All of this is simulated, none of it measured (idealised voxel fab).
Title: Process Module voxel ribs on slabs
Shown is cross-section cut, with a width of 225 nm and square cells of size 5 nm.
Format of a cross-section: grid, square cells. Given as bands. Order: top down. Band: one or more rows of cells.
For a band, the entry starts with two heights in nm, that of the top and then that of the bottom, and carries on with the band's materials in order from left to right, each alongside its width in nm; the word "throughout" beside a single material means it fills the band edge to edge, and "empty" means empty space.
Height 0 is the level under which the wafer as received is all one material. The lowest band goes on downwards, as in "from 0 down".
A width such as "30->40" changes by the same amount from each row of cells to the next, from the band's top row to its bottom row.
"changes: none" (step): cross-section cells unchanged, all of them.
"Sealed-off cavities": empty spaces of 8 cells or more with no open way to the top, each given as width x height at distance, distance from the left edge, all in nm.
It should be noted that, on the line of a given step, the content following the step's settings is a remark produced by the simulator itself with respect to that step.
"overlay nm" denotes, for a step that has a mask, the displacement of the mask to the right of its planned place, with negative values corresponding to the left.
## Planned step list for the process
step 1: RECEIVE with material Si
step 2: DIRECTIONAL_DEP with material SiO2, thk nm 20
step 3: DIRECTIONAL_DEP with material SiN, thk nm 25
step 4: PATTERN with tone cover, mask id RIB, material resist, width nm 15, thk nm 15, overlay nm 0
step 5: DIRECTIONAL_ETCH with etch materials SiN, depth nm 15
step 6: STRIP with etch materials resist
step 7: MASKED_ETCH with tone cover, mask id SLAB, width nm 65, etch materials SiN, depth nm 10, overlay nm 0
step 8: FILL_DEP with material SiO2, thk nm 25
step 9: CMP with height nm 65
step 10: DIRECTIONAL_DEP with material TiN, thk nm 10
step 11: MASKED_ETCH with tone cover, mask id HEATER, width nm 25, etch materials TiN, depth nm 10, overlay nm 0
step 12: CONFORMAL_DEP with material SiN, thk nm 10
## Shown in cross-section is the wafer as received, that is, as it stands after step 1
* from 0 down  Si throughout
* Sealed-off cavities: none
## Cross-section, first of two wafers, end of module, run as planned
* from 85 to 75  empty 90  SiN 45  empty 90
* from 75 to 65  SiN 100  TiN 25  SiN 100
* from 65 to 45  SiO2 throughout
* from 45 to 30  SiO2 105  SiN 15  SiO2 105
* from 30 to 20  SiO2 80  SiN 65  SiO2 80
* from 20 to 0  SiO2 throughout
* from 0 down  Si throughout
* Sealed-off cavities: none
## Cross-section at end of module for the second wafer of two, which matched the first in starting point and plan and differed by one mistake in its processing
* from 85 to 75  empty 90  SiN 45  empty 90
* from 75 to 65  SiN 100  TiN 25  SiN 100
* from 65 to 45  SiO2 throughout
* from 45 to 30  SiO2 105  SiN 15  SiO2 105
* from 30 to 20  SiO2 85  SiN 60  SiO2 80
* from 20 to 0  SiO2 throughout
* from 0 down  Si throughout
* Sealed-off cavities: none
What was the processing mistake? the process deviated at step 7: the operation and settings actually run there were MASKED_ETCH with tone cover, mask id SLAB, width nm 60, etch materials SiN, depth nm 10, overlay nm 0
Final comparison by cell count, materials where the second wafer has more or fewer than the first: SiN: 2 fewer | SiO2: 2 more
